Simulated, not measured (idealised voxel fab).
Process module, titled voxel quadruple lines
Cross-section cut: width 300 nm, square cells of 5 nm.
Each cross-section below is a grid of square cells, stated as bands in top-down order, with one or more rows of cells making up each band. What a band's entry tells you: where the top is and where the bottom is, as heights in nm, and after that what lies inside, material by material from left to right, each with its width in nm. Empty space is written as the word "blank", and a single material marked with the word "edge to edge" occupies the band from edge to edge. All heights in this document are referenced to 0, defined as the level beneath which the wafer, as received, consists entirely of one material. The lowest band is not bounded below; it extends indefinitely downward and is written in the form "0 -> down". Read "30 to 40" as a graded width: first number on top, second number at the bottom, same change between each pair of neighbouring rows. "all unchanged" means the step left every cell of the cross-section as it was. "Closed-off voids" specifies each empty space that is not open to the top and that occupies no fewer than 8 cells, using the form width x height at distance, the distance measured from the left edge and all three quantities in nm. On each step's line, the part that comes after the settings is the simulator's own comment on the step. Regarding "overlay nm": on a step with a mask, it is the distance the mask lay to the right of its planned place; a negative value places it to the left.

### These are the steps we planned for the process
- 1: RECEIVE, material Si
- 2: CONFORMAL_DEP, material Al2O3, thk nm 5
- 3: DIRECTIONAL_DEP, material W, thk nm 15
- 4: DIRECTIONAL_DEP, material polySi, thk nm 20
- 5: DIRECTIONAL_DEP, material aC, thk nm 25
- 6: PATTERN, tone cover, mask id MANDREL, material resist, width nm 25, pitch nm 80, thk nm 35, overlay nm 0
- 7: DIRECTIONAL_ETCH, etch materials aC, depth nm 25
- 8: STRIP, etch materials resist
- 9: CONFORMAL_DEP, material SiO2, thk nm 15
- 10: DIRECTIONAL_ETCH, etch materials SiO2, depth nm 15
- 11: STRIP, etch materials aC
- 12: DIRECTIONAL_ETCH, etch materials polySi, depth nm 20
- 13: STRIP, etch materials SiO2
- 14: CONFORMAL_DEP, material SiCN, thk nm 5
- 15: DIRECTIONAL_ETCH, etch materials SiCN, depth nm 5
- 16: STRIP, etch materials polySi
- 17: DIRECTIONAL_ETCH, etch materials W, depth nm 15
- 18: STRIP, etch materials SiCN
- 19: FILL_DEP, material SiO2, thk nm 10
- 20: CMP, height nm 20

### The first wafer of two, processed as planned

### Wafer as received: cross-section following step 1
	0 -> down  Si edge to edge
	Closed-off voids: none

### Upon completion of step 2, the wafer appears in cross-section as shown
	5 -> 0  Al2O3 edge to edge
	All layers under 0 are left as they were.

### Upon completion of step 3, the wafer appears in cross-section as shown
	20 -> 5  W edge to edge
	All layers under 5 are left as they were.

### Upon completion of step 4, the wafer appears in cross-section as shown
	40 -> 20  polySi edge to edge
	All layers under 20 are left as they were.

### Upon completion of step 5, the wafer appears in cross-section as shown
	65 -> 40  aC edge to edge
	All layers under 40 are left as they were.

### Upon completion of step 6, the wafer appears in cross-section as shown
	100 -> 65  blank 95 / resist 25 / blank 55 / resist 25 / blank 100
	All layers under 65 are left as they were.

### Upon completion of step 7, the wafer appears in cross-section as shown
	75 -> 65  blank 95 / resist 25 / blank 55 / resist 25 / blank 100
	65 -> 40  blank 95 / aC 25 / blank 55 / aC 25 / blank 100
	All layers under 40 are left as they were.

### Upon completion of step 8, the wafer appears in cross-section as shown
	65 -> 40  blank 95 / aC 25 / blank 55 / aC 25 / blank 100
	All layers under 40 are left as they were.

### Upon completion of step 9, the wafer appears in cross-section as shown
	80 -> 65  blank 80 / SiO2 55 / blank 25 / SiO2 55 / blank 85
	65 -> 55  blank 80 / SiO2 15 / aC 25 / SiO2 15 / blank 25 / SiO2 15 / aC 25 / SiO2 15 / blank 85
	55 -> 40  SiO2 95 / aC 25 / SiO2 55 / aC 25 / SiO2 100
	All layers under 40 are left as they were.

### Upon completion of step 10, the wafer appears in cross-section as shown
	65 -> 40  blank 80 / SiO2 15 / aC 25 / SiO2 15 / blank 25 / SiO2 15 / aC 25 / SiO2 15 / blank 85
	All layers under 40 are left as they were.

### Upon completion of step 11, the wafer appears in cross-section as shown
	65 -> 40  blank 80 / SiO2 15 / blank 25 / SiO2 15 / blank 25 / SiO2 15 / blank 25 / SiO2 15 / blank 85
	All layers under 40 are left as they were.

### Upon completion of step 12, the wafer appears in cross-section as shown
	65 -> 40  blank 80 / SiO2 15 / blank 25 / SiO2 15 / blank 25 / SiO2 15 / blank 25 / SiO2 15 / blank 85
	40 -> 20  blank 80 / polySi 15 / blank 25 / polySi 15 / blank 25 / polySi 15 / blank 25 / polySi 15 / blank 85
	All layers under 20 are left as they were.

### Upon completion of step 13, the wafer appears in cross-section as shown
	40 -> 20  blank 80 / polySi 15 / blank 25 / polySi 15 / blank 25 / polySi 15 / blank 25 / polySi 15 / blank 85
	All layers under 20 are left as they were.

### Upon completion of step 14, the wafer appears in cross-section as shown
	45 -> 40  blank 75 / SiCN 25 / blank 15 / SiCN 25 / blank 15 / SiCN 25 / blank 15 / SiCN 25 / blank 80
	40 -> 25  blank 75 / SiCN 5 / polySi 15 / SiCN 5 / blank 15 / SiCN 5 / polySi 15 / SiCN 5 / blank 15 / SiCN 5 / polySi 15 / SiCN 5 / blank 15 / SiCN 5 / polySi 15 / SiCN 5 / blank 80
	25 -> 20  SiCN 80 / polySi 15 / SiCN 25 / polySi 15 / SiCN 25 / polySi 15 / SiCN 25 / polySi 15 / SiCN 85
	All layers under 20 are left as they were.

### Upon completion of step 15, the wafer appears in cross-section as shown
	40 -> 20  blank 75 / SiCN 5 / polySi 15 / SiCN 5 / blank 15 / SiCN 5 / polySi 15 / SiCN 5 / blank 15 / SiCN 5 / polySi 15 / SiCN 5 / blank 15 / SiCN 5 / polySi 15 / SiCN 5 / blank 80
	All layers under 20 are left as they were.

### Upon completion of step 16, the wafer appears in cross-section as shown
	40 -> 20  blank 75 / SiCN 5 / blank 15 / SiCN 5 / blank 15 / SiCN 5 / blank 15 / SiCN 5 / blank 15 / SiCN 5 / blank 15 / SiCN 5 / blank 15 / SiCN 5 / blank 15 / SiCN 5 / blank 80
	All layers under 20 are left as they were.

### Upon completion of step 17, the wafer appears in cross-section as shown
	40 -> 20  blank 75 / SiCN 5 / blank 15 / SiCN 5 / blank 15 / SiCN 5 / blank 15 / SiCN 5 / blank 15 / SiCN 5 / blank 15 / SiCN 5 / blank 15 / SiCN 5 / blank 15 / SiCN 5 / blank 80
	20 -> 5  blank 75 / W 5 / blank 15 / W 5 / blank 15 / W 5 / blank 15 / W 5 / blank 15 / W 5 / blank 15 / W 5 / blank 15 / W 5 / blank 15 / W 5 / blank 80
	All layers under 5 are left as they were.

### Upon completion of step 18, the wafer appears in cross-section as shown
	20 -> 5  blank 75 / W 5 / blank 15 / W 5 / blank 15 / W 5 / blank 15 / W 5 / blank 15 / W 5 / blank 15 / W 5 / blank 15 / W 5 / blank 15 / W 5 / blank 80
	All layers under 5 are left as they were.

### Upon completion of step 19, the wafer appears in cross-section as shown
	30 -> 20  SiO2 edge to edge
	20 -> 5  SiO2 75 / W 5 / SiO2 15 / W 5 / SiO2 15 / W 5 / SiO2 15 / W 5 / SiO2 15 / W 5 / SiO2 15 / W 5 / SiO2 15 / W 5 / SiO2 15 / W 5 / SiO2 80
	All layers under 5 are left as they were.

### Upon completion of step 20, the wafer appears in cross-section as shown
	20 -> 5  SiO2 75 / W 5 / SiO2 15 / W 5 / SiO2 15 / W 5 / SiO2 15 / W 5 / SiO2 15 / W 5 / SiO2 15 / W 5 / SiO2 15 / W 5 / SiO2 15 / W 5 / SiO2 80
	All layers under 5 are left as they were.

### Second of two: same start, same plan, one run error; steps up to and including 1 match the first

### Cross-sectional representation of the second wafer at the time designated in the plan for the completion of step 2
	5 -> 0  W edge to edge
	All layers under 0 are left as they were.

### Cross-sectional representation of the second wafer at the time designated in the plan for the completion of step 3
	20 -> 0  W edge to edge
	All layers under 0 are left as they were.

### Cross-sectional representation of the second wafer at the time designated in the plan for the completion of step 4
	40 -> 20  polySi edge to edge
	All layers under 20 are left as they were.

### Cross-sectional representation of the second wafer at the time designated in the plan for the completion of step 5
	65 -> 40  aC edge to edge
	All layers under 40 are left as they were.

### Cross-sectional representation of the second wafer at the time designated in the plan for the completion of step 6
	100 -> 65  blank 95 / resist 25 / blank 55 / resist 25 / blank 100
	All layers under 65 are left as they were.

### Cross-sectional representation of the second wafer at the time designated in the plan for the completion of step 7
	75 -> 65  blank 95 / resist 25 / blank 55 / resist 25 / blank 100
	65 -> 40  blank 95 / aC 25 / blank 55 / aC 25 / blank 100
	All layers under 40 are left as they were.

### Cross-sectional representation of the second wafer at the time designated in the plan for the completion of step 8
	65 -> 40  blank 95 / aC 25 / blank 55 / aC 25 / blank 100
	All layers under 40 are left as they were.

### Cross-sectional representation of the second wafer at the time designated in the plan for the completion of step 9
	80 -> 65  blank 80 / SiO2 55 / blank 25 / SiO2 55 / blank 85
	65 -> 55  blank 80 / SiO2 15 / aC 25 / SiO2 15 / blank 25 / SiO2 15 / aC 25 / SiO2 15 / blank 85
	55 -> 40  SiO2 95 / aC 25 / SiO2 55 / aC 25 / SiO2 100
	All layers under 40 are left as they were.

### Cross-sectional representation of the second wafer at the time designated in the plan for the completion of step 10
	65 -> 40  blank 80 / SiO2 15 / aC 25 / SiO2 15 / blank 25 / SiO2 15 / aC 25 / SiO2 15 / blank 85
	All layers under 40 are left as they were.

### Cross-sectional representation of the second wafer at the time designated in the plan for the completion of step 11
	65 -> 40  blank 80 / SiO2 15 / blank 25 / SiO2 15 / blank 25 / SiO2 15 / blank 25 / SiO2 15 / blank 85
	All layers under 40 are left as they were.

### Cross-sectional representation of the second wafer at the time designated in the plan for the completion of step 12
	65 -> 40  blank 80 / SiO2 15 / blank 25 / SiO2 15 / blank 25 / SiO2 15 / blank 25 / SiO2 15 / blank 85
	40 -> 20  blank 80 / polySi 15 / blank 25 / polySi 15 / blank 25 / polySi 15 / blank 25 / polySi 15 / blank 85
	All layers under 20 are left as they were.

### Cross-sectional representation of the second wafer at the time designated in the plan for the completion of step 13
	40 -> 20  blank 80 / polySi 15 / blank 25 / polySi 15 / blank 25 / polySi 15 / blank 25 / polySi 15 / blank 85
	All layers under 20 are left as they were.

### Cross-sectional representation of the second wafer at the time designated in the plan for the completion of step 14
	45 -> 40  blank 75 / SiCN 25 / blank 15 / SiCN 25 / blank 15 / SiCN 25 / blank 15 / SiCN 25 / blank 80
	40 -> 25  blank 75 / SiCN 5 / polySi 15 / SiCN 5 / blank 15 / SiCN 5 / polySi 15 / SiCN 5 / blank 15 / SiCN 5 / polySi 15 / SiCN 5 / blank 15 / SiCN 5 / polySi 15 / SiCN 5 / blank 80
	25 -> 20  SiCN 80 / polySi 15 / SiCN 25 / polySi 15 / SiCN 25 / polySi 15 / SiCN 25 / polySi 15 / SiCN 85
	All layers under 20 are left as they were.

### Cross-sectional representation of the second wafer at the time designated in the plan for the completion of step 15
	40 -> 20  blank 75 / SiCN 5 / polySi 15 / SiCN 5 / blank 15 / SiCN 5 / polySi 15 / SiCN 5 / blank 15 / SiCN 5 / polySi 15 / SiCN 5 / blank 15 / SiCN 5 / polySi 15 / SiCN 5 / blank 80
	All layers under 20 are left as they were.

### Cross-sectional representation of the second wafer at the time designated in the plan for the completion of step 16
	40 -> 20  blank 75 / SiCN 5 / blank 15 / SiCN 5 / blank 15 / SiCN 5 / blank 15 / SiCN 5 / blank 15 / SiCN 5 / blank 15 / SiCN 5 / blank 15 / SiCN 5 / blank 15 / SiCN 5 / blank 80
	All layers under 20 are left as they were.

### Cross-sectional representation of the second wafer at the time designated in the plan for the completion of step 17
	40 -> 20  blank 75 / SiCN 5 / blank 15 / SiCN 5 / blank 15 / SiCN 5 / blank 15 / SiCN 5 / blank 15 / SiCN 5 / blank 15 / SiCN 5 / blank 15 / SiCN 5 / blank 15 / SiCN 5 / blank 80
	20 -> 5  blank 75 / W 5 / blank 15 / W 5 / blank 15 / W 5 / blank 15 / W 5 / blank 15 / W 5 / blank 15 / W 5 / blank 15 / W 5 / blank 15 / W 5 / blank 80
	All layers under 5 are left as they were.

### Cross-sectional representation of the second wafer at the time designated in the plan for the completion of step 18
	20 -> 5  blank 75 / W 5 / blank 15 / W 5 / blank 15 / W 5 / blank 15 / W 5 / blank 15 / W 5 / blank 15 / W 5 / blank 15 / W 5 / blank 15 / W 5 / blank 80
	All layers under 5 are left as they were.

### Cross-sectional representation of the second wafer at the time designated in the plan for the completion of step 19
	30 -> 20  SiO2 edge to edge
	20 -> 5  SiO2 75 / W 5 / SiO2 15 / W 5 / SiO2 15 / W 5 / SiO2 15 / W 5 / SiO2 15 / W 5 / SiO2 15 / W 5 / SiO2 15 / W 5 / SiO2 15 / W 5 / SiO2 80
	All layers under 5 are left as they were.

### Cross-sectional representation of the second wafer at the time designated in the plan for the completion of step 20
	20 -> 5  SiO2 75 / W 5 / SiO2 15 / W 5 / SiO2 15 / W 5 / SiO2 15 / W 5 / SiO2 15 / W 5 / SiO2 15 / W 5 / SiO2 15 / W 5 / SiO2 15 / W 5 / SiO2 80
	All layers under 5 are left as they were.
Against the plan, the run slipped here: not per plan at step 2, really ran CONFORMAL_DEP, material W, thk nm 5
The second wafer ends with more or fewer cells of some materials than the first, per final count: Al2O3: 60 fewer; W: 60 more
